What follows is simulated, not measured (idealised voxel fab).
Module name: voxel quadruple lines (process module)
Cross-section cut spans 170 nm and uses square cells 5 nm in size.
For the purposes of this document, a cross-section shall be understood as a grid of square cells, specified as bands listed in top-to-bottom order, each band consisting of one or more rows of cells.
First you get the band's top height and its bottom height, in nm, and then the materials it's made of, left to right, with each width in nm. If you see a single material with "everywhere", that one covers the band edge to edge. "blank" is empty space.
Heights are expressed relative to 0, this being the level below which the as-received wafer comprises one material exclusively. The lowest band is unbounded in the downward direction and is denoted as in "0 nm and below".
Think of "30->40" as a width that walks from the first number to the second as you go down the band, top row to bottom row, taking equal-sized steps from row to row.
It should be understood that the words "nothing was modified", when stated for a given step, signify that the cross-section underwent no change in any of its cells during that step.
Entry "Non-vented voids" = empty spaces >= 8 cells with no open way to the top; each as width x height at distance, distance from left edge, all nm.
Note: text after step settings on the step line = simulator remark on that step.
"overlay nm" denotes, for a step that has a mask, the displacement of the mask to the right of its planned place, with negative values corresponding to the left.

**Planned process steps**
1) RECEIVE with material Si
2) CONFORMAL_DEP with material Al2O3, thk nm 10
3) DIRECTIONAL_DEP with material Ru, thk nm 15
4) DIRECTIONAL_DEP with material polySi, thk nm 20
5) DIRECTIONAL_DEP with material aC, thk nm 25
6) PATTERN with tone cover, mask id MANDREL, material resist, width nm 30, thk nm 30, overlay nm 0
7) DIRECTIONAL_ETCH with etch materials aC, depth nm 25
8) STRIP with etch materials resist
9) CONFORMAL_DEP with material SiO2, thk nm 10
10) DIRECTIONAL_ETCH with etch materials SiO2, depth nm 10
11) STRIP with etch materials aC
12) DIRECTIONAL_ETCH with etch materials polySi, depth nm 20
13) STRIP with etch materials SiO2
14) CONFORMAL_DEP with material SiN, thk nm 10
15) DIRECTIONAL_ETCH with etch materials SiN, depth nm 10
16) STRIP with etch materials polySi
17) DIRECTIONAL_ETCH with etch materials Ru, depth nm 15
18) STRIP with etch materials SiN
19) FILL_DEP with material SiO2, thk nm 10
20) CMP with height nm 25

**Received-state cross-section, reflecting completion of step 1**
    0 nm and below | Si everywhere
    Non-vented voids: none

**What the wafer looks like in cross-section after this module, when it starts as shown above and follows the plan above but one mistake is made in running it**
    25 nm to 10 nm | 60 SiO2 | 10 Ru | 10 SiO2 | 10 Ru | 10 SiO2 | 10 Ru | 60 SiO2
    10 nm to 0 nm | Al2O3 everywhere
    0 nm and below | Si everywhere
    Non-vented voids: none
The plan and the run diverged here: in deviation from the planned setting, step 6 was conducted as PATTERN with tone open, mask id MANDREL, material resist, width nm 30, thk nm 30, overlay nm 0
